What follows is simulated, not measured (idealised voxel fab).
process module | voxel released beams
cross-section cut | 295 nm wide | cells 5 nm
A cross-section is a grid of square cells, given in bands from the top down. A band is one or more rows of cells.
Each band's line starts with the height of the band's top and of its bottom, in nm. Then come its materials from left to right, each with its width in nm. One material with "throughout" fills the band from edge to edge. "air" is empty space.
Height 0 is the level under which the wafer as received is all one material. The lowest band goes on downwards, as in "0 down".
A width such as "30 to 40" changes by the same amount from each row of cells to the next, from the band's top row to its bottom row.
"no change" after a step means that no cell of the cross-section changed.
closed voids: empty space of 8 cells or more with no open way to the top, each as width x height at its distance from the left edge, in nm
after a step's settings: what the simulator itself notes on the step
overlay nm, on a step with a mask: how far to the right of its planned place the mask lay; to the left if negative
plan
1 op RECEIVE | material Si
2 op CONFORMAL_DEP | material SiN | thk nm 5
3 op DIRECTIONAL_DEP | material SiO2 | thk nm 10
4 op MASKED_ETCH | tone open | mask id ANCHOR | width nm 45 | etch materials SiO2 | depth nm 10 | overlay nm 0
5 op CONFORMAL_DEP | material TiN | thk nm 15
6 op PATTERN | tone cover | mask id BEAM | material resist | width nm 105 | thk nm 15 | overlay nm 0
7 op DIRECTIONAL_ETCH | etch materials TiN | depth nm 15
8 op STRIP | etch materials resist
9 op STRIP | etch materials SiO2
first wafer, as planned
as received, after step 1
  0 down: Si throughout
  closed voids: none
after step 2
  5 to 0: SiN throughout
  below 0: unchanged
after step 3
  15 to 5: SiO2 throughout
  below 5: unchanged
after step 4
  15 to 5: SiO2 95 | air 45 | SiO2 155
  below 5: unchanged
after step 5
  30 to 20: TiN 110 | air 15 | TiN 170
  20 to 15: TiN throughout
  15 to 5: SiO2 95 | TiN 45 | SiO2 155
  below 5: unchanged
after step 6
  45 to 30: air 90 | resist 105 | air 100
  30 to 20: TiN 110 | resist 15 | TiN 170
  below 20: unchanged
after step 7
  45 to 30: air 90 | resist 105 | air 100
  30 to 20: air 90 | TiN 20 | resist 15 | TiN 70 | air 100
  20 to 15: air 90 | TiN 105 | air 100
  below 15: unchanged
after step 8
  30 to 20: air 90 | TiN 20 | air 15 | TiN 70 | air 100
  below 20: unchanged
after step 9
  30 to 20: air 90 | TiN 20 | air 15 | TiN 70 | air 100
  20 to 15: air 90 | TiN 105 | air 100
  15 to 5: air 95 | TiN 45 | air 155
  below 5: unchanged
second wafer: like start, like plan, one mistake. Through step 1 it matches the first wafer
when step 2 should have ended
  10 to 0: SiO2 throughout
  below 0: unchanged
when step 3 should have ended
  15 to 10: SiN throughout
  below 10: unchanged
when step 4 should have ended: no change
when step 5 should have ended
  30 to 15: TiN throughout
  below 15: unchanged
when step 6 should have ended
  45 to 30: air 90 | resist 105 | air 100
  below 30: unchanged
when step 7 should have ended
  45 to 30: air 90 | resist 105 | air 100
  30 to 15: air 90 | TiN 105 | air 100
  below 15: unchanged
when step 8 should have ended
  30 to 15: air 90 | TiN 105 | air 100
  below 15: unchanged
when step 9 should have ended: no change
what went wrong: steps 2 and 3 were swapped
at the end the second wafer has, in cells: 118 more of SiO2 | 12 fewer of TiN
